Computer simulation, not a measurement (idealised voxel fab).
Name of the process module below: voxel gate over fins
We display cut, a cross-section 285 nm in width whose square cells are each 5 nm.
Format of a cross-section: grid, square cells. Given as bands. Order: top down. Band: one or more rows of cells. Within each band entry, the heights of the top and of the bottom of the band appear first, in that order and in nm; the materials of the band then follow from left to right, each with its corresponding width in nm. The designation "all across" on a single material indicates that it fills the band from edge to edge; the designation "blank" indicates empty space. The reference from which all heights are counted is 0, the level beneath which the as-received wafer is entirely one material; the lowest band, having no lower bound, proceeds downward and is written after the example "0 nm and below". Read "30 to 40" as a graded width: first number on top, second number at the bottom, same change between each pair of neighbouring rows. A step reported as "no modification" is a step in which no cell of the cross-section changed. Entry "Sealed void listing" = empty spaces >= 8 cells with no open way to the top; each as width x height at distance, distance from left edge, all nm. The remark found on a step's line after its settings is issued by the simulator itself and pertains to that step. overlay nm: where the mask lay relative to plan, measured to the right, on steps with a mask; negatives go left.

Process steps - plan
1 RECEIVE: material Si
2 CONFORMAL_DEP: material SiN, thk nm 5
3 MASKED_ETCH: tone cover, mask id FINS, width nm 15, pitch nm 60, etch materials SiN, depth nm 5, overlay nm 0
4 MASKED_ETCH: tone cover, mask id FINS, width nm 15, pitch nm 60, etch materials Si, depth nm 35, overlay nm 0
5 OXIDIZE: depth nm 5
6 FILL_DEP: material SiO2, thk nm 5
7 CMP: height nm 5
8 PATTERN: tone open, mask id RAIL, material resist, width nm 15, thk nm 20, overlay nm 0
9 DIRECTIONAL_ETCH: etch materials SiO2, depth nm 35
10 STRIP: etch materials resist
11 CONFORMAL_DEP: material TiN, thk nm 5
12 FILL_DEP: material W, thk nm 10
13 CMP: height nm 5
14 SELECTIVE_ETCH: etch materials W Ru TiN, depth nm 30
15 FILL_DEP: material SiO2, thk nm 5
16 CMP: height nm 5
17 SELECTIVE_ETCH: etch materials SiO2, depth nm 10
18 STRIP: etch materials SiN
19 CONFORMAL_DEP: material HfO2, thk nm 5
20 CONFORMAL_DEP: material TiN, thk nm 5
21 FILL_DEP: material W, thk nm 10
22 CMP: height nm 15
23 CONFORMAL_DEP: material SiN, thk nm 10
Every wafer here starts from the same state; it is the step 17 depth nm that distinguishes them, and the value the plan gives belongs to the first wafer.

Here's the first of the wafers in cross-section, just as we got it, i.e. after step 1
  0 nm and below  Si all across
  Sealed void listing: none

Cross-section of the first of several wafers once the module has run through its last step, step 23
  25 nm to 15 nm  SiN all across
  15 nm to 10 nm  W all across
  10 nm to 5 nm  40 of W  25 of TiN  35 of W  25 of TiN  35 of W  25 of TiN  35 of W  25 of TiN  40 of W
  5 nm to 0 nm  45 of TiN  15 of HfO2  45 of TiN  15 of HfO2  45 of TiN  15 of HfO2  45 of TiN  15 of HfO2  45 of TiN
  0 nm to -5 nm  50 of HfO2  5 of Si  55 of HfO2  5 of Si  55 of HfO2  5 of Si  55 of HfO2  5 of Si  50 of HfO2
  -5 nm to -25 nm  50 of SiO2  5 of Si  55 of SiO2  5 of Si  55 of SiO2  5 of Si  55 of SiO2  5 of Si  50 of SiO2
  -25 nm to -30 nm  50 of SiO2  5 of Si  20 of SiO2  15 of TiN  20 of SiO2  5 of Si  55 of SiO2  5 of Si  55 of SiO2  5 of Si  50 of SiO2
  -30 nm to -40 nm  50 of SiO2  5 of Si  55 of SiO2  5 of Si  55 of SiO2  5 of Si  55 of SiO2  5 of Si  50 of SiO2
  -40 nm and below  Si all across
  Sealed void listing: none

Final wafer of several, shown in cross-section at the end of the module
  25 nm to 15 nm  SiN all across
  15 nm to 10 nm  W all across
  10 nm to 5 nm  40 of W  25 of TiN  35 of W  25 of TiN  35 of W  25 of TiN  35 of W  25 of TiN  40 of W
  5 nm to 0 nm  40 of W  5 of TiN  15 of HfO2  5 of TiN  35 of W  5 of TiN  15 of HfO2  5 of TiN  35 of W  5 of TiN  15 of HfO2  5 of TiN  35 of W  5 of TiN  15 of HfO2  5 of TiN  40 of W
  0 nm to -15 nm  40 of W  5 of TiN  5 of HfO2  5 of Si  5 of HfO2  5 of TiN  35 of W  5 of TiN  5 of HfO2  5 of Si  5 of HfO2  5 of TiN  35 of W  5 of TiN  5 of HfO2  5 of Si  5 of HfO2  5 of TiN  35 of W  5 of TiN  5 of HfO2  5 of Si  5 of HfO2  5 of TiN  40 of W
  -15 nm to -20 nm  40 of W  5 of TiN  5 of HfO2  5 of Si  5 of HfO2  45 of TiN  5 of HfO2  5 of Si  5 of HfO2  5 of TiN  35 of W  5 of TiN  5 of HfO2  5 of Si  5 of HfO2  5 of TiN  35 of W  5 of TiN  5 of HfO2  5 of Si  5 of HfO2  5 of TiN  40 of W
  -20 nm to -25 nm  45 of TiN  5 of HfO2  5 of Si  5 of HfO2  10 of TiN  25 of HfO2  10 of TiN  5 of HfO2  5 of Si  5 of HfO2  45 of TiN  5 of HfO2  5 of Si  5 of HfO2  45 of TiN  5 of HfO2  5 of Si  5 of HfO2  45 of TiN
  -25 nm to -30 nm  50 of HfO2  5 of Si  20 of HfO2  15 of TiN  20 of HfO2  5 of Si  55 of HfO2  5 of Si  55 of HfO2  5 of Si  50 of HfO2
  -30 nm to -40 nm  50 of SiO2  5 of Si  55 of SiO2  5 of Si  55 of SiO2  5 of Si  55 of SiO2  5 of Si  50 of SiO2
  -40 nm and below  Si all across
  Sealed void listing: none

End of module, by wafer: material-by-material cell gain (+) or loss (-) since receipt, then closed voids
depth nm 10; +65 HfO2; -424 Si; +114 SiN; +368 SiO2; +68 TiN; +94 W; Sealed void listing: none
depth nm 15; +73 HfO2; -424 Si; +114 SiN; +315 SiO2; +76 TiN; +131 W; Sealed void listing: none
depth nm 20; +81 HfO2; -424 Si; +114 SiN; +262 SiO2; +84 TiN; +168 W; Sealed void listing: none
depth nm 25; +89 HfO2; -424 Si; +114 SiN; +209 SiO2; +92 TiN; +205 W; Sealed void listing: none
depth nm 30; +97 HfO2; -424 Si; +114 SiN; +156 SiO2; +100 TiN; +242 W; Sealed void listing: none
depth nm 35; +107 HfO2; -424 Si; +114 SiN; +106 SiO2; +110 TiN; +272 W; Sealed void listing: none
